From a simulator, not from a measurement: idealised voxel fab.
Module name: voxel lift off (process module)
Square cell edge 5 nm, section width 195 nm, ID cut.
Cross-section spec: square-cell grid; bands listed top down; each band is one or more rows. Look at the band entry: it leads with the top's height and the bottom's height in nm. Then it lists the materials left to right, with a width in nm for each. The word "edge to edge" on a single material says that material fills the band edge to edge. The word "empty" is empty space. Height is counted from the level 0, under which the received wafer is composed throughout of one material. The lowest of the bands is not closed at the bottom but continues downward, in the notation "z 0 and below". The width entry "30..40" should be interpreted row by row: the top row of cells in the band takes the first number, the bottom row takes the second number, and the change between adjacent rows is uniform throughout. "no alterations made" after a step means that no cell of the cross-section changed. You'll see "Sealed cavities" listing empty spaces that have no way open to the top, as long as they're 8 cells or more; the notation is width x height at distance, where the distance is from the left edge, and all of it is in nm. That trailing text on a step's line, after the settings, is the simulator's own remark on the step. On any step carrying a mask, the "overlay nm" setting, if present on the step's line, tells how far right of its planned place the mask lay; negative values point to the left. Each pair below shows a cross-section before one step and the cross-section after it, down to the lowest band that changed. The line under each pair gives the step between them, with its settings. The pairs can come from different runs of this module on the same starting wafer, so a pair continues from the pair above only where its "Pre-step condition" says so.
Pre-step condition
* z 0 and below | Si edge to edge
* Sealed cavities: none
Sectional Result
* z 5 to 0 | Al2O3 edge to edge
* Under 0: no change, same as before.
* Sealed cavities: none
Connecting step for the cross-sections above: CONFORMAL_DEP, material Al2O3, thk nm 5
Pre-step condition: the after view from the pair directly above serves as the before view here.
Sectional Result
* z 35 to 5 | 35 nm resist; 25 nm empty; 25 nm resist; 25 nm empty; 25 nm resist; 25 nm empty; 35 nm resist
* Under 5: no change, same as before.
* Sealed cavities: none
Connecting step for the cross-sections above: PATTERN, tone open, mask id LINES, material resist, width nm 25, pitch nm 50, thk nm 30, overlay nm 0
Pre-step condition: the after view from the pair directly above serves as the before view here.
Sectional Result
* z 50 to 35 | 35 nm Ru; 25 nm empty; 25 nm Ru; 25 nm empty; 25 nm Ru; 25 nm empty; 35 nm Ru
* z 35 to 20 | 35 nm resist; 25 nm empty; 25 nm resist; 25 nm empty; 25 nm resist; 25 nm empty; 35 nm resist
* z 20 to 5 | 35 nm resist; 25 nm Ru; 25 nm resist; 25 nm Ru; 25 nm resist; 25 nm Ru; 35 nm resist
* Under 5: no change, same as before.
* Sealed cavities: none
Connecting step for the cross-sections above: DIRECTIONAL_DEP, material Ru, thk nm 15
Pre-step condition: the after view from the pair directly above serves as the before view here.
Sectional Result
* z 20 to 5 | 35 nm empty; 25 nm Ru; 25 nm empty; 25 nm Ru; 25 nm empty; 25 nm Ru; 35 nm empty
* Under 5: no change, same as before.
* Sealed cavities: none
Connecting step for the cross-sections above: STRIP, etch materials resist
Pre-step condition: the after view from the pair directly above serves as the before view here.
Sectional Result
* z 30 to 20 | 25 nm empty; 45 nm SiN; 5 nm empty; 45 nm SiN; 5 nm empty; 45 nm SiN; 25 nm empty
* z 20 to 15 | 25 nm empty; 10 nm SiN; 25 nm Ru; 10 nm SiN; 5 nm empty; 10 nm SiN; 25 nm Ru; 10 nm SiN; 5 nm empty; 10 nm SiN; 25 nm Ru; 10 nm SiN; 25 nm empty
* z 15 to 5 | 35 nm SiN; 25 nm Ru; 25 nm SiN; 25 nm Ru; 25 nm SiN; 25 nm Ru; 35 nm SiN
* Under 5: no change, same as before.
* Sealed cavities: none
Connecting step for the cross-sections above: CONFORMAL_DEP, material SiN, thk nm 10
Pre-step condition
* z 0 and below | Si edge to edge
* Sealed cavities: none
Sectional Result
* z 15 to 0 | Al2O3 edge to edge
* Under 0: no change, same as before.
* Sealed cavities: none
Connecting step for the cross-sections above: CONFORMAL_DEP, material Al2O3, thk nm 15
Pre-step condition: the after view from the pair directly above serves as the before view here.
Sectional Result
* z 45 to 15 | 35 nm resist; 25 nm empty; 25 nm resist; 25 nm empty; 25 nm resist; 25 nm empty; 35 nm resist
* Under 15: no change, same as before.
* Sealed cavities: none
Connecting step for the cross-sections above: PATTERN, tone open, mask id LINES, material resist, width nm 25, pitch nm 50, thk nm 30, overlay nm 0
Pre-step condition: the after view from the pair directly above serves as the before view here.
Sectional Result
* z 60 to 45 | 35 nm Ru; 25 nm empty; 25 nm Ru; 25 nm empty; 25 nm Ru; 25 nm empty; 35 nm Ru
* z 45 to 30 | 35 nm resist; 25 nm empty; 25 nm resist; 25 nm empty; 25 nm resist; 25 nm empty; 35 nm resist
* z 30 to 15 | 35 nm resist; 25 nm Ru; 25 nm resist; 25 nm Ru; 25 nm resist; 25 nm Ru; 35 nm resist
* Under 15: no change, same as before.
* Sealed cavities: none
Connecting step for the cross-sections above: DIRECTIONAL_DEP, material Ru, thk nm 15
Pre-step condition: the after view from the pair directly above serves as the before view here.
Sectional Result
* z 30 to 15 | 35 nm empty; 25 nm Ru; 25 nm empty; 25 nm Ru; 25 nm empty; 25 nm Ru; 35 nm empty
* Under 15: no change, same as before.
* Sealed cavities: none
Connecting step for the cross-sections above: STRIP, etch materials resist
Pre-step condition: the after view from the pair directly above serves as the before view here.
Sectional Result
* z 40 to 30 | 25 nm empty; 45 nm SiN; 5 nm empty; 45 nm SiN; 5 nm empty; 45 nm SiN; 25 nm empty
* z 30 to 25 | 25 nm empty; 10 nm SiN; 25 nm Ru; 10 nm SiN; 5 nm empty; 10 nm SiN; 25 nm Ru; 10 nm SiN; 5 nm empty; 10 nm SiN; 25 nm Ru; 10 nm SiN; 25 nm empty
* z 25 to 15 | 35 nm SiN; 25 nm Ru; 25 nm SiN; 25 nm Ru; 25 nm SiN; 25 nm Ru; 35 nm SiN
* Under 15: no change, same as before.
* Sealed cavities: none
Connecting step for the cross-sections above: CONFORMAL_DEP, material SiN, thk nm 10
Pre-step condition
* z 5 to 0 | Al2O3 edge to edge
* z 0 and below | Si edge to edge
* Sealed cavities: none
Sectional Result
* z 35 to 5 | 40 nm resist; 15 nm empty; 35 nm resist; 15 nm empty; 35 nm resist; 15 nm empty; 40 nm resist
* Under 5: no change, same as before.
* Sealed cavities: none
Connecting step for the cross-sections above: PATTERN, tone open, mask id LINES, material resist, width nm 15, pitch nm 50, thk nm 30, overlay nm 0
Pre-step condition: the after view from the pair directly above serves as the before view here.
Sectional Result
* z 50 to 35 | 40 nm Ru; 15 nm empty; 35 nm Ru; 15 nm empty; 35 nm Ru; 15 nm empty; 40 nm Ru
* z 35 to 20 | 40 nm resist; 15 nm empty; 35 nm resist; 15 nm empty; 35 nm resist; 15 nm empty; 40 nm resist
* z 20 to 5 | 40 nm resist; 15 nm Ru; 35 nm resist; 15 nm Ru; 35 nm resist; 15 nm Ru; 40 nm resist
* Under 5: no change, same as before.
* Sealed cavities: none
Connecting step for the cross-sections above: DIRECTIONAL_DEP, material Ru, thk nm 15
Pre-step condition: the after view from the pair directly above serves as the before view here.
Sectional Result
* z 20 to 5 | 40 nm empty; 15 nm Ru; 35 nm empty; 15 nm Ru; 35 nm empty; 15 nm Ru; 40 nm empty
* Under 5: no change, same as before.
* Sealed cavities: none
Connecting step for the cross-sections above: STRIP, etch materials resist
Pre-step condition: the after view from the pair directly above serves as the before view here.
Sectional Result
* z 30 to 20 | 30 nm empty; 35 nm SiN; 15 nm empty; 35 nm SiN; 15 nm empty; 35 nm SiN; 30 nm empty
* z 20 to 15 | 30 nm empty; 10 nm SiN; 15 nm Ru; 10 nm SiN; 15 nm empty; 10 nm SiN; 15 nm Ru; 10 nm SiN; 15 nm empty; 10 nm SiN; 15 nm Ru; 10 nm SiN; 30 nm empty
* z 15 to 5 | 40 nm SiN; 15 nm Ru; 35 nm SiN; 15 nm Ru; 35 nm SiN; 15 nm Ru; 40 nm SiN
* Under 5: no change, same as before.
* Sealed cavities: none
Connecting step for the cross-sections above: CONFORMAL_DEP, material SiN, thk nm 10
Pre-step condition
* z 5 to 0 | Al2O3 edge to edge
* z 0 and below | Si edge to edge
* Sealed cavities: none
Sectional Result
* z 35 to 5 | 30 nm resist; 25 nm empty; 25 nm resist; 25 nm empty; 25 nm resist; 25 nm empty; 40 nm resist
* Under 5: no change, same as before.
* Sealed cavities: none
Connecting step for the cross-sections above: PATTERN, tone open, mask id LINES, material resist, width nm 25, pitch nm 50, thk nm 30, overlay nm -5
Pre-step condition: the after view from the pair directly above serves as the before view here.
Sectional Result
* z 50 to 35 | 30 nm Ru; 25 nm empty; 25 nm Ru; 25 nm empty; 25 nm Ru; 25 nm empty; 40 nm Ru
* z 35 to 20 | 30 nm resist; 25 nm empty; 25 nm resist; 25 nm empty; 25 nm resist; 25 nm empty; 40 nm resist
* z 20 to 5 | 30 nm resist; 25 nm Ru; 25 nm resist; 25 nm Ru; 25 nm resist; 25 nm Ru; 40 nm resist
* Under 5: no change, same as before.
* Sealed cavities: none
Connecting step for the cross-sections above: DIRECTIONAL_DEP, material Ru, thk nm 15
Pre-step condition: the after view from the pair directly above serves as the before view here.
Sectional Result
* z 20 to 5 | 30 nm empty; 25 nm Ru; 25 nm empty; 25 nm Ru; 25 nm empty; 25 nm Ru; 40 nm empty
* Under 5: no change, same as before.
* Sealed cavities: none
Connecting step for the cross-sections above: STRIP, etch materials resist
Pre-step condition: the after view from the pair directly above serves as the before view here.
Sectional Result
* z 30 to 20 | 20 nm empty; 45 nm SiN; 5 nm empty; 45 nm SiN; 5 nm empty; 45 nm SiN; 30 nm empty
* z 20 to 15 | 20 nm empty; 10 nm SiN; 25 nm Ru; 10 nm SiN; 5 nm empty; 10 nm SiN; 25 nm Ru; 10 nm SiN; 5 nm empty; 10 nm SiN; 25 nm Ru; 10 nm SiN; 30 nm empty
* z 15 to 5 | 30 nm SiN; 25 nm Ru; 25 nm SiN; 25 nm Ru; 25 nm SiN; 25 nm Ru; 40 nm SiN
* Under 5: no change, same as before.
* Sealed cavities: none
Connecting step for the cross-sections above: CONFORMAL_DEP, material SiN, thk nm 10
Pre-step condition
* z 35 to 5 | 35 nm resist; 25 nm empty; 25 nm resist; 25 nm empty; 25 nm resist; 25 nm empty; 35 nm resist
* z 5 to 0 | Al2O3 edge to edge
* z 0 and below | Si edge to edge
* Sealed cavities: none
Sectional Result
* z 50 to 35 | 35 nm Al2O3; 25 nm empty; 25 nm Al2O3; 25 nm empty; 25 nm Al2O3; 25 nm empty; 35 nm Al2O3
* z 35 to 20 | 35 nm resist; 25 nm empty; 25 nm resist; 25 nm empty; 25 nm resist; 25 nm empty; 35 nm resist
* z 20 to 5 | 35 nm resist; 25 nm Al2O3; 25 nm resist; 25 nm Al2O3; 25 nm resist; 25 nm Al2O3; 35 nm resist
* Under 5: no change, same as before.
* Sealed cavities: none
Connecting step for the cross-sections above: DIRECTIONAL_DEP, material Al2O3, thk nm 15
Pre-step condition: the after view from the pair directly above serves as the before view here.
Sectional Result
* z 20 to 5 | 35 nm empty; 25 nm Al2O3; 25 nm empty; 25 nm Al2O3; 25 nm empty; 25 nm Al2O3; 35 nm empty
* Under 5: no change, same as before.
* Sealed cavities: none
Connecting step for the cross-sections above: STRIP, etch materials resist
Pre-step condition: the after view from the pair directly above serves as the before view here.
Sectional Result
* z 30 to 20 | 25 nm empty; 45 nm SiN; 5 nm empty; 45 nm SiN; 5 nm empty; 45 nm SiN; 25 nm empty
* z 20 to 15 | 25 nm empty; 10 nm SiN; 25 nm Al2O3; 10 nm SiN; 5 nm empty; 10 nm SiN; 25 nm Al2O3; 10 nm SiN; 5 nm empty; 10 nm SiN; 25 nm Al2O3; 10 nm SiN; 25 nm empty
* z 15 to 5 | 35 nm SiN; 25 nm Al2O3; 25 nm SiN; 25 nm Al2O3; 25 nm SiN; 25 nm Al2O3; 35 nm SiN
* Under 5: no change, same as before.
* Sealed cavities: none
Connecting step for the cross-sections above: CONFORMAL_DEP, material SiN, thk nm 10
Pre-step condition
* z 5 to 0 | Al2O3 edge to edge
* z 0 and below | Si edge to edge
* Sealed cavities: none
Sectional Result
* z 35 to 5 | 35 nm empty; 25 nm resist; 25 nm empty; 25 nm resist; 25 nm empty; 25 nm resist; 35 nm empty
* Under 5: no change, same as before.
* Sealed cavities: none
Connecting step for the cross-sections above: PATTERN, tone cover, mask id LINES, material resist, width nm 25, pitch nm 50, thk nm 30, overlay nm 0
Pre-step condition: the after view from the pair directly above serves as the before view here.
Sectional Result
* z 50 to 35 | 35 nm empty; 25 nm Ru; 25 nm empty; 25 nm Ru; 25 nm empty; 25 nm Ru; 35 nm empty
* z 35 to 20 | 35 nm empty; 25 nm resist; 25 nm empty; 25 nm resist; 25 nm empty; 25 nm resist; 35 nm empty
* z 20 to 5 | 35 nm Ru; 25 nm resist; 25 nm Ru; 25 nm resist; 25 nm Ru; 25 nm resist; 35 nm Ru
* Under 5: no change, same as before.
* Sealed cavities: none
Connecting step for the cross-sections above: DIRECTIONAL_DEP, material Ru, thk nm 15
Pre-step condition: the after view from the pair directly above serves as the before view here.
Sectional Result
* z 20 to 5 | 35 nm Ru; 25 nm empty; 25 nm Ru; 25 nm empty; 25 nm Ru; 25 nm empty; 35 nm Ru
* Under 5: no change, same as before.
* Sealed cavities: none
Connecting step for the cross-sections above: STRIP, etch materials resist
Pre-step condition: the after view from the pair directly above serves as the before view here.
Sectional Result
* z 30 to 20 | 45 nm SiN; 5 nm empty; 45 nm SiN; 5 nm empty; 45 nm SiN; 5 nm empty; 45 nm SiN
* z 20 to 15 | 35 nm Ru; 10 nm SiN; 5 nm empty; 10 nm SiN; 25 nm Ru; 10 nm SiN; 5 nm empty; 10 nm SiN; 25 nm Ru; 10 nm SiN; 5 nm empty; 10 nm SiN; 35 nm Ru
* z 15 to 5 | 35 nm Ru; 25 nm SiN; 25 nm Ru; 25 nm SiN; 25 nm Ru; 25 nm SiN; 35 nm Ru
* Under 5: no change, same as before.
* Sealed cavities: none
Connecting step for the cross-sections above: CONFORMAL_DEP, material SiN, thk nm 10
